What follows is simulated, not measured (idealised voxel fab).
Title: Process Module voxel capacitor over wiring
Square cells of 5 nm make up the cross-section cut, whose width is 220 nm.
A cross-section is written here as square cells arranged in a grid, and it is given in bands from the top down, each band taking up one or more rows of cells.
Top height, bottom height, nm. Materials left to right, width each, nm. Single material + "full width" = fills band edge to edge. "blank" = empty.
Below 0: as-received wafer, all one material; heights counted from there. Lowest band: no bottom, goes on down, written "0 down".
Per-row width for "30 to 40": begins at first number (top row of band), ends at second number (bottom row), increment between rows held constant.
"remained unchanged" means the step left every cell of the cross-section as it was.
Voids not open to the top, 8 cells minimum: see "Sealed void listing". Written width x height at distance; distance is from the left edge; nm.
The remark found on a step's line after its settings is issued by the simulator itself and pertains to that step.
overlay nm: for a step with a mask, the amount by which the mask lay right of where it was planned; a negative amount means left of it.
[So here's the lineup of process steps we planned]
- 1: RECEIVE, material Si
- 2: CONFORMAL_DEP, material SiO2, thk nm 10
- 3: CONFORMAL_DEP, material SiN, thk nm 5
- 4: DIRECTIONAL_DEP, material lowk, thk nm 15
- 5: PATTERN, tone open, mask id METAL_1, material resist, width nm 20, pitch nm 70, thk nm 15, overlay nm 0
- 6: DIRECTIONAL_ETCH, etch materials lowk, depth nm 15
- 7: DIRECTIONAL_ETCH, etch materials SiN, depth nm 5
- 8: STRIP, etch materials resist
- 9: CONFORMAL_DEP, material TiN, thk nm 5
- 10: FILL_DEP, material Cu, thk nm 10
- 11: CMP, height nm 30
- 12: CONFORMAL_DEP, material SiCN, thk nm 5
- 13: DIRECTIONAL_DEP, material lowk, thk nm 20
- 14: DIRECTIONAL_DEP, material aC, thk nm 10
- 15: PATTERN, tone open, mask id PLUG_1, material resist, width nm 15, thk nm 30, overlay nm 0
- 16: DIRECTIONAL_ETCH, etch materials aC, depth nm 10
- 17: STRIP, etch materials resist
- 18: DIRECTIONAL_ETCH, etch materials lowk, depth nm 20
- 19: DIRECTIONAL_ETCH, etch materials SiCN, depth nm 5
- 20: STRIP, etch materials aC
- 21: EPI, material Ru, thk nm 10
- 22: EPI, material Ru, thk nm 10
- 23: EPI, material Ru, thk nm 5
- 24: DIRECTIONAL_DEP, material TiN, thk nm 10
- 25: DIRECTIONAL_DEP, material SiN, thk nm 5
- 26: DIRECTIONAL_DEP, material TiN, thk nm 10
- 27: PATTERN, tone cover, mask id UPPER_PLATE, material resist, width nm 55, thk nm 15, overlay nm 0
- 28: DIRECTIONAL_ETCH, etch materials TiN, depth nm 10
- 29: DIRECTIONAL_ETCH, etch materials SiN, depth nm 5
- 30: STRIP, etch materials resist
- 31: MASKED_ETCH, tone cover, mask id LOWER_PLATE, width nm 65, etch materials TiN, depth nm 10, overlay nm 0
- 32: FILL_DEP, material SiO2, thk nm 15
- 33: CMP, height nm 90
- 34: DIRECTIONAL_DEP, material aC, thk nm 15
- 35: PATTERN, tone open, mask id PLUG_2, material resist, width nm 15, thk nm 30, overlay nm 0
- 36: DIRECTIONAL_ETCH, etch materials aC, depth nm 15
- 37: STRIP, etch materials resist
- 38: DIRECTIONAL_ETCH, etch materials SiO2, depth nm 10
- 39: STRIP, etch materials aC
- 40: CONFORMAL_DEP, material TiN, thk nm 5
- 41: FILL_DEP, material Cu, thk nm 5
- 42: CMP, height nm 90
- 43: CONFORMAL_DEP, material SiCN, thk nm 5
[What follows covers the first of two wafers; it ran as planned]
[as received, after step 1]
	0 down: Si full width
	Sealed void listing: none
[after step 2]
	10 to 0: SiO2 full width
	Below a height of 0, the structure has not been altered.
[after step 3]
	15 to 10: SiN full width
	Below a height of 10, the structure has not been altered.
[after step 4]
	30 to 15: lowk full width
	Below a height of 15, the structure has not been altered.
[after step 5]
	45 to 30: resist (65)  blank (20)  resist (50)  blank (20)  resist (65)
	Below a height of 30, the structure has not been altered.
[after step 6]
	45 to 30: resist (65)  blank (20)  resist (50)  blank (20)  resist (65)
	30 to 15: lowk (65)  blank (20)  lowk (50)  blank (20)  lowk (65)
	Below a height of 15, the structure has not been altered.
[after step 7]
	45 to 30: resist (65)  blank (20)  resist (50)  blank (20)  resist (65)
	30 to 15: lowk (65)  blank (20)  lowk (50)  blank (20)  lowk (65)
	15 to 10: SiN (65)  blank (20)  SiN (50)  blank (20)  SiN (65)
	Below a height of 10, the structure has not been altered.
[after step 8]
	30 to 15: lowk (65)  blank (20)  lowk (50)  blank (20)  lowk (65)
	Below a height of 15, the structure has not been altered.
[after step 9]
	35 to 30: TiN (70)  blank (10)  TiN (60)  blank (10)  TiN (70)
	30 to 15: lowk (65)  TiN (5)  blank (10)  TiN (5)  lowk (50)  TiN (5)  blank (10)  TiN (5)  lowk (65)
	15 to 10: SiN (65)  TiN (20)  SiN (50)  TiN (20)  SiN (65)
	Below a height of 10, the structure has not been altered.
[after step 10]
	45 to 35: Cu full width
	35 to 30: TiN (70)  Cu (10)  TiN (60)  Cu (10)  TiN (70)
	30 to 15: lowk (65)  TiN (5)  Cu (10)  TiN (5)  lowk (50)  TiN (5)  Cu (10)  TiN (5)  lowk (65)
	Below a height of 15, the structure has not been altered.
[after step 11]
	30 to 15: lowk (65)  TiN (5)  Cu (10)  TiN (5)  lowk (50)  TiN (5)  Cu (10)  TiN (5)  lowk (65)
	Below a height of 15, the structure has not been altered.
[after step 12]
	35 to 30: SiCN full width
	Below a height of 30, the structure has not been altered.
[after step 13]
	55 to 35: lowk full width
	Below a height of 35, the structure has not been altered.
[after step 14]
	65 to 55: aC full width
	Below a height of 55, the structure has not been altered.
[after step 15]
	95 to 65: resist (70)  blank (15)  resist (135)
	Below a height of 65, the structure has not been altered.
[after step 16]
	85 to 65: resist (70)  blank (15)  resist (135)
	65 to 55: aC (70)  blank (15)  aC (135)
	Below a height of 55, the structure has not been altered.
[after step 17]
	65 to 55: aC (70)  blank (15)  aC (135)
	Below a height of 55, the structure has not been altered.
[after step 18]
	65 to 55: aC (70)  blank (15)  aC (135)
	55 to 35: lowk (70)  blank (15)  lowk (135)
	Below a height of 35, the structure has not been altered.
[after step 19]
	65 to 55: aC (70)  blank (15)  aC (135)
	55 to 35: lowk (70)  blank (15)  lowk (135)
	35 to 30: SiCN (70)  blank (15)  SiCN (135)
	Below a height of 30, the structure has not been altered.
[after step 20]
	55 to 35: lowk (70)  blank (15)  lowk (135)
	Below a height of 35, the structure has not been altered.
[after step 21]
	55 to 40: lowk (70)  blank (15)  lowk (135)
	40 to 35: lowk (70)  Ru (15)  lowk (135)
	35 to 30: SiCN (70)  Ru (15)  SiCN (135)
	Below a height of 30, the structure has not been altered.
[after step 22]
	55 to 50: lowk (70)  blank (15)  lowk (135)
	50 to 35: lowk (70)  Ru (15)  lowk (135)
	Below a height of 35, the structure has not been altered.
[after step 23]
	55 to 35: lowk (70)  Ru (15)  lowk (135)
	Below a height of 35, the structure has not been altered.
[after step 24]
	65 to 55: TiN full width
	Below a height of 55, the structure has not been altered.
[after step 25]
	70 to 65: SiN full width
	Below a height of 65, the structure has not been altered.
[after step 26]
	80 to 70: TiN full width
	Below a height of 70, the structure has not been altered.
[after step 27]
	95 to 80: blank (70)  resist (55)  blank (95)
	Below a height of 80, the structure has not been altered.
[after step 28]
	95 to 80: blank (70)  resist (55)  blank (95)
	80 to 70: blank (70)  TiN (55)  blank (95)
	Below a height of 70, the structure has not been altered.
[after step 29]
	95 to 80: blank (70)  resist (55)  blank (95)
	80 to 70: blank (70)  TiN (55)  blank (95)
	70 to 65: blank (70)  SiN (55)  blank (95)
	Below a height of 65, the structure has not been altered.
[after step 30]
	80 to 70: blank (70)  TiN (55)  blank (95)
	Below a height of 70, the structure has not been altered.
[after step 31]
	80 to 70: blank (70)  TiN (55)  blank (95)
	70 to 65: blank (70)  SiN (55)  blank (95)
	65 to 55: blank (65)  TiN (65)  blank (90)
	Below a height of 55, the structure has not been altered.
[after step 32]
	95 to 80: SiO2 full width
	80 to 70: SiO2 (70)  TiN (55)  SiO2 (95)
	70 to 65: SiO2 (70)  SiN (55)  SiO2 (95)
	65 to 55: SiO2 (65)  TiN (65)  SiO2 (90)
	Below a height of 55, the structure has not been altered.
[after step 33]
	90 to 80: SiO2 full width
	Below a height of 80, the structure has not been altered.
[after step 34]
	105 to 90: aC full width
	Below a height of 90, the structure has not been altered.
[after step 35]
	135 to 105: resist (80)  blank (15)  resist (125)
	Below a height of 105, the structure has not been altered.
[after step 36]
	120 to 105: resist (80)  blank (15)  resist (125)
	105 to 90: aC (80)  blank (15)  aC (125)
	Below a height of 90, the structure has not been altered.
[after step 37]
	105 to 90: aC (80)  blank (15)  aC (125)
	Below a height of 90, the structure has not been altered.
[after step 38]
	105 to 90: aC (80)  blank (15)  aC (125)
	90 to 80: SiO2 (80)  blank (15)  SiO2 (125)
	Below a height of 80, the structure has not been altered.
[after step 39]
	90 to 80: SiO2 (80)  blank (15)  SiO2 (125)
	Below a height of 80, the structure has not been altered.
[after step 40]
	95 to 90: TiN (85)  blank (5)  TiN (130)
	90 to 85: SiO2 (80)  TiN (5)  blank (5)  TiN (5)  SiO2 (125)
	85 to 80: SiO2 (80)  TiN (15)  SiO2 (125)
	Below a height of 80, the structure has not been altered.
[after step 41]
	100 to 95: Cu full width
	95 to 90: TiN (85)  Cu (5)  TiN (130)
	90 to 85: SiO2 (80)  TiN (5)  Cu (5)  TiN (5)  SiO2 (125)
	Below a height of 85, the structure has not been altered.
[after step 42]
	90 to 85: SiO2 (80)  TiN (5)  Cu (5)  TiN (5)  SiO2 (125)
	Below a height of 85, the structure has not been altered.
[after step 43]
	95 to 90: SiCN full width
	Below a height of 90, the structure has not been altered.
[second wafer: like start, like plan, one mistake. Through step 3 it matches the first wafer]
[What the second wafer looks like in cross-section when step 4 should have wrapped up]
	25 to 15: lowk full width
	Below a height of 15, the structure has not been altered.
[What the second wafer looks like in cross-section when step 5 should have wrapped up]
	40 to 25: resist (65)  blank (20)  resist (50)  blank (20)  resist (65)
	Below a height of 25, the structure has not been altered.
[What the second wafer looks like in cross-section when step 6 should have wrapped up]
	40 to 25: resist (65)  blank (20)  resist (50)  blank (20)  resist (65)
	25 to 15: lowk (65)  blank (20)  lowk (50)  blank (20)  lowk (65)
	Below a height of 15, the structure has not been altered.
[What the second wafer looks like in cross-section when step 7 should have wrapped up]
	40 to 25: resist (65)  blank (20)  resist (50)  blank (20)  resist (65)
	25 to 15: lowk (65)  blank (20)  lowk (50)  blank (20)  lowk (65)
	15 to 10: SiN (65)  blank (20)  SiN (50)  blank (20)  SiN (65)
	Below a height of 10, the structure has not been altered.
[What the second wafer looks like in cross-section when step 8 should have wrapped up]
	25 to 15: lowk (65)  blank (20)  lowk (50)  blank (20)  lowk (65)
	Below a height of 15, the structure has not been altered.
[What the second wafer looks like in cross-section when step 9 should have wrapped up]
	30 to 25: TiN (70)  blank (10)  TiN (60)  blank (10)  TiN (70)
	25 to 15: lowk (65)  TiN (5)  blank (10)  TiN (5)  lowk (50)  TiN (5)  blank (10)  TiN (5)  lowk (65)
	15 to 10: SiN (65)  TiN (20)  SiN (50)  TiN (20)  SiN (65)
	Below a height of 10, the structure has not been altered.
[What the second wafer looks like in cross-section when step 10 should have wrapped up]
	40 to 30: Cu full width
	30 to 25: TiN (70)  Cu (10)  TiN (60)  Cu (10)  TiN (70)
	25 to 15: lowk (65)  TiN (5)  Cu (10)  TiN (5)  lowk (50)  TiN (5)  Cu (10)  TiN (5)  lowk (65)
	Below a height of 15, the structure has not been altered.
[What the second wafer looks like in cross-section when step 11 should have wrapped up]
	30 to 25: TiN (70)  Cu (10)  TiN (60)  Cu (10)  TiN (70)
	Below a height of 25, the structure has not been altered.
[What the second wafer looks like in cross-section when step 12 should have wrapped up]
	35 to 30: SiCN full width
	Below a height of 30, the structure has not been altered.
[What the second wafer looks like in cross-section when step 13 should have wrapped up]
	55 to 35: lowk full width
	Below a height of 35, the structure has not been altered.
[What the second wafer looks like in cross-section when step 14 should have wrapped up]
	65 to 55: aC full width
	Below a height of 55, the structure has not been altered.
[What the second wafer looks like in cross-section when step 15 should have wrapped up]
	95 to 65: resist (70)  blank (15)  resist (135)
	Below a height of 65, the structure has not been altered.
[What the second wafer looks like in cross-section when step 16 should have wrapped up]
	85 to 65: resist (70)  blank (15)  resist (135)
	65 to 55: aC (70)  blank (15)  aC (135)
	Below a height of 55, the structure has not been altered.
[What the second wafer looks like in cross-section when step 17 should have wrapped up]
	65 to 55: aC (70)  blank (15)  aC (135)
	Below a height of 55, the structure has not been altered.
[What the second wafer looks like in cross-section when step 18 should have wrapped up]
	65 to 55: aC (70)  blank (15)  aC (135)
	55 to 35: lowk (70)  blank (15)  lowk (135)
	Below a height of 35, the structure has not been altered.
[What the second wafer looks like in cross-section when step 19 should have wrapped up]
	65 to 55: aC (70)  blank (15)  aC (135)
	55 to 35: lowk (70)  blank (15)  lowk (135)
	35 to 30: SiCN (70)  blank (15)  SiCN (135)
	Below a height of 30, the structure has not been altered.
[What the second wafer looks like in cross-section when step 20 should have wrapped up]
	55 to 35: lowk (70)  blank (15)  lowk (135)
	Below a height of 35, the structure has not been altered.
[What the second wafer looks like in cross-section when step 21 should have wrapped up]
	55 to 40: lowk (70)  blank (15)  lowk (135)
	40 to 35: lowk (70)  Ru (15)  lowk (135)
	35 to 30: SiCN (70)  Ru (15)  SiCN (135)
	Below a height of 30, the structure has not been altered.
[What the second wafer looks like in cross-section when step 22 should have wrapped up]
	55 to 50: lowk (70)  blank (15)  lowk (135)
	50 to 35: lowk (70)  Ru (15)  lowk (135)
	Below a height of 35, the structure has not been altered.
[What the second wafer looks like in cross-section when step 23 should have wrapped up]
	55 to 35: lowk (70)  Ru (15)  lowk (135)
	Below a height of 35, the structure has not been altered.
[What the second wafer looks like in cross-section when step 24 should have wrapped up]
	65 to 55: TiN full width
	Below a height of 55, the structure has not been altered.
[What the second wafer looks like in cross-section when step 25 should have wrapped up]
	70 to 65: SiN full width
	Below a height of 65, the structure has not been altered.
[What the second wafer looks like in cross-section when step 26 should have wrapped up]
	80 to 70: TiN full width
	Below a height of 70, the structure has not been altered.
[What the second wafer looks like in cross-section when step 27 should have wrapped up]
	95 to 80: blank (70)  resist (55)  blank (95)
	Below a height of 80, the structure has not been altered.
[What the second wafer looks like in cross-section when step 28 should have wrapped up]
	95 to 80: blank (70)  resist (55)  blank (95)
	80 to 70: blank (70)  TiN (55)  blank (95)
	Below a height of 70, the structure has not been altered.
[What the second wafer looks like in cross-section when step 29 should have wrapped up]
	95 to 80: blank (70)  resist (55)  blank (95)
	80 to 70: blank (70)  TiN (55)  blank (95)
	70 to 65: blank (70)  SiN (55)  blank (95)
	Below a height of 65, the structure has not been altered.
[What the second wafer looks like in cross-section when step 30 should have wrapped up]
	80 to 70: blank (70)  TiN (55)  blank (95)
	Below a height of 70, the structure has not been altered.
[What the second wafer looks like in cross-section when step 31 should have wrapped up]
	80 to 70: blank (70)  TiN (55)  blank (95)
	70 to 65: blank (70)  SiN (55)  blank (95)
	65 to 55: blank (65)  TiN (65)  blank (90)
	Below a height of 55, the structure has not been altered.
[What the second wafer looks like in cross-section when step 32 should have wrapped up]
	95 to 80: SiO2 full width
	80 to 70: SiO2 (70)  TiN (55)  SiO2 (95)
	70 to 65: SiO2 (70)  SiN (55)  SiO2 (95)
	65 to 55: SiO2 (65)  TiN (65)  SiO2 (90)
	Below a height of 55, the structure has not been altered.
[What the second wafer looks like in cross-section when step 33 should have wrapped up]
	90 to 80: SiO2 full width
	Below a height of 80, the structure has not been altered.
[What the second wafer looks like in cross-section when step 34 should have wrapped up]
	105 to 90: aC full width
	Below a height of 90, the structure has not been altered.
[What the second wafer looks like in cross-section when step 35 should have wrapped up]
	135 to 105: resist (80)  blank (15)  resist (125)
	Below a height of 105, the structure has not been altered.
[What the second wafer looks like in cross-section when step 36 should have wrapped up]
	120 to 105: resist (80)  blank (15)  resist (125)
	105 to 90: aC (80)  blank (15)  aC (125)
	Below a height of 90, the structure has not been altered.
[What the second wafer looks like in cross-section when step 37 should have wrapped up]
	105 to 90: aC (80)  blank (15)  aC (125)
	Below a height of 90, the structure has not been altered.
[What the second wafer looks like in cross-section when step 38 should have wrapped up]
	105 to 90: aC (80)  blank (15)  aC (125)
	90 to 80: SiO2 (80)  blank (15)  SiO2 (125)
	Below a height of 80, the structure has not been altered.
[What the second wafer looks like in cross-section when step 39 should have wrapped up]
	90 to 80: SiO2 (80)  blank (15)  SiO2 (125)
	Below a height of 80, the structure has not been altered.
[What the second wafer looks like in cross-section when step 40 should have wrapped up]
	95 to 90: TiN (85)  blank (5)  TiN (130)
	90 to 85: SiO2 (80)  TiN (5)  blank (5)  TiN (5)  SiO2 (125)
	85 to 80: SiO2 (80)  TiN (15)  SiO2 (125)
	Below a height of 80, the structure has not been altered.
[What the second wafer looks like in cross-section when step 41 should have wrapped up]
	100 to 95: Cu full width
	95 to 90: TiN (85)  Cu (5)  TiN (130)
	90 to 85: SiO2 (80)  TiN (5)  Cu (5)  TiN (5)  SiO2 (125)
	Below a height of 85, the structure has not been altered.
[What the second wafer looks like in cross-section when step 42 should have wrapped up]
	90 to 85: SiO2 (80)  TiN (5)  Cu (5)  TiN (5)  SiO2 (125)
	Below a height of 85, the structure has not been altered.
[What the second wafer looks like in cross-section when step 43 should have wrapped up]
	95 to 90: SiCN full width
	Below a height of 90, the structure has not been altered.
Here's what went sideways: off-plan run, step 4, actual operation and settings DIRECTIONAL_DEP, material lowk, thk nm 10
Wafer comparison, final, in cells, second relative to first, materials more or fewer: TiN: 36 more, lowk: 36 fewer
